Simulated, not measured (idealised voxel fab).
A process module follows: voxel released beams.
The cross-section on display is named cut; it measures 160 nm wide, and its cells are 5 nm squares.
Cross-section spec: square-cell grid; bands listed top down; each band is one or more rows. A band entry consists of two parts. The first gives the height of the band's top and the height of its bottom, in nm. The rest lists the band's materials from left to right, each with its width in nm. A single material labelled with the word "throughout" fills the band from edge to edge, and the word "blank" marks empty space. Basically, 0 is our baseline, since under it the wafer straight out of the box is all one material. The bottom band has no lower end and keeps on going down, so it looks like "0 nm and below". Quick explanation for "30..40": the width changes in equal steps down the rows of cells, from the first number in the band's top row to the second number in its bottom row. For the purposes of this document, the phrase "nothing different" attached to a step denotes that no cell within the cross-section was modified by that step. For the entry "Enclosed void catalog", the listed items are empty spaces with no open way to the top whose size is 8 cells or more; each item follows the pattern width x height at distance, where distance is from the left edge and all three are in nm. Whatever follows a step's settings on its line is a remark the simulator itself makes about that step. The "overlay nm" setting may appear on a step's line; for a step that uses a mask, it gives how far to the right of its planned position the mask lay, and a negative value indicates the left.
BELOW IS THE LIST OF PLANNED PROCESS STEPS
step 1: RECEIVE, material Si
step 2: CONFORMAL_DEP, material Al2O3, thk nm 5
step 3: DIRECTIONAL_DEP, material SiO2, thk nm 20
step 4: DIRECTIONAL_DEP, material aC, thk nm 15
step 5: PATTERN, tone open, mask id ANCHOR, material resist, width nm 35, thk nm 30, overlay nm 0
step 6: DIRECTIONAL_ETCH, etch materials aC, depth nm 15
step 7: STRIP, etch materials resist
step 8: DIRECTIONAL_ETCH, etch materials SiO2, depth nm 20
step 9: STRIP, etch materials aC
step 10: CONFORMAL_DEP, material W, thk nm 10
step 11: DIRECTIONAL_DEP, material aC, thk nm 10
step 12: PATTERN, tone cover, mask id BEAM, material resist, width nm 110, thk nm 30, overlay nm 0
step 13: DIRECTIONAL_ETCH, etch materials aC, depth nm 10
step 14: STRIP, etch materials resist
step 15: DIRECTIONAL_ETCH, etch materials W, depth nm 10
step 16: STRIP, etch materials aC
step 17: STRIP, etch materials SiO2
HERE'S WHAT THE WAFER LOOKED LIKE IN CROSS-SECTION WHEN IT ARRIVED - THAT'S AFTER STEP 1
0 nm and below: Si throughout
Enclosed void catalog: none
CROSS-SECTION, END OF MODULE. START: AS ABOVE. PLAN: AS ABOVE. EXECUTION: ONE MISTAKE
35 nm to 30 nm: 20 of blank; 15 of W; 15 of blank; 80 of W; 30 of blank
30 nm to 25 nm: 35 of W; 15 of blank; 110 of W
25 nm to 15 nm: 25 of SiO2; 10 of W; 15 of blank; 10 of W; 100 of SiO2
15 nm to 5 nm: 25 of SiO2; 35 of W; 100 of SiO2
5 nm to 0 nm: Al2O3 throughout
0 nm and below: Si throughout
Enclosed void catalog: none
what went wrong: contrary to plan, step 15 was performed as DIRECTIONAL_ETCH, etch materials W, depth nm 5
